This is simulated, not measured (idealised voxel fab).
Process module, titled voxel lift off
300 nm wide, 5 nm square cells: that's cross-section cut.
Cross-section spec: square-cell grid; bands listed top down; each band is one or more rows.
Within each band entry, the heights of the top and of the bottom of the band appear first, in that order and in nm; the materials of the band then follow from left to right, each with its corresponding width in nm. The designation "throughout" on a single material indicates that it fills the band from edge to edge; the designation "air" indicates empty space.
Below 0: as-received wafer, all one material; heights counted from there. Lowest band: no bottom, goes on down, written "z 0 and below".
Width: "30..40" (first number = top row, second number = bottom row, same change from row to row of cells).
Step note "nothing got changed" = no cross-section cell changed.
Any empty space of 8 cells or more lacking an open way to the top shows up in "Sealed internal cavities" as width x height at distance, distance from the left edge, in nm.
Step line, after settings: the simulator's comment on this step.
overlay nm, on a step with a mask: how far to the right of its planned place the mask lay; to the left if negative
-- Steps in the process plan
step 1: op RECEIVE | material Si
step 2: op CONFORMAL_DEP | material SiN | thk nm 10
step 3: op PATTERN | tone open | mask id LINES | material resist | width nm 25 | pitch nm 45 | thk nm 15 | overlay nm 0
step 4: op DIRECTIONAL_DEP | material Ru | thk nm 5
step 5: op STRIP | etch materials resist
step 6: op CONFORMAL_DEP | material SiCN | thk nm 5
-- Here's what the wafer looked like in cross-section when it arrived - that's after step 1
    z 0 and below: Si throughout
    Sealed internal cavities: none
-- Cross-section: first of two wafers, module finished, run according to plan
    z 20 to 15: 65 of air, 35 of SiCN, 10 of air, 35 of SiCN, 10 of air, 35 of SiCN, 10 of air, 35 of SiCN, 65 of air
    z 15 to 10: 70 of SiCN, 25 of Ru, 20 of SiCN, 25 of Ru, 20 of SiCN, 25 of Ru, 20 of SiCN, 25 of Ru, 70 of SiCN
    z 10 to 0: SiN throughout
    z 0 and below: Si throughout
    Sealed internal cavities: none
-- End of module, second wafer, cross-section. Started like the first, planned like the first, run with one mistake
    z 15 to 10: 65 of air, 35 of SiCN, 10 of air, 35 of SiCN, 10 of air, 35 of SiCN, 10 of air, 35 of SiCN, 65 of air
    z 10 to 5: 70 of SiCN, 25 of Ru, 20 of SiCN, 25 of Ru, 20 of SiCN, 25 of Ru, 20 of SiCN, 25 of Ru, 70 of SiCN
    z 5 to 0: SiN throughout
    z 0 and below: Si throughout
    Sealed internal cavities: none
Against the plan, the run slipped here: step 2 deviated from plan and actually ran as op CONFORMAL_DEP | material SiN | thk nm 5
Upon completion, the second wafer contains, in terms of cells, a greater or smaller amount of certain materials than the first wafer: SiN: 60 fewer
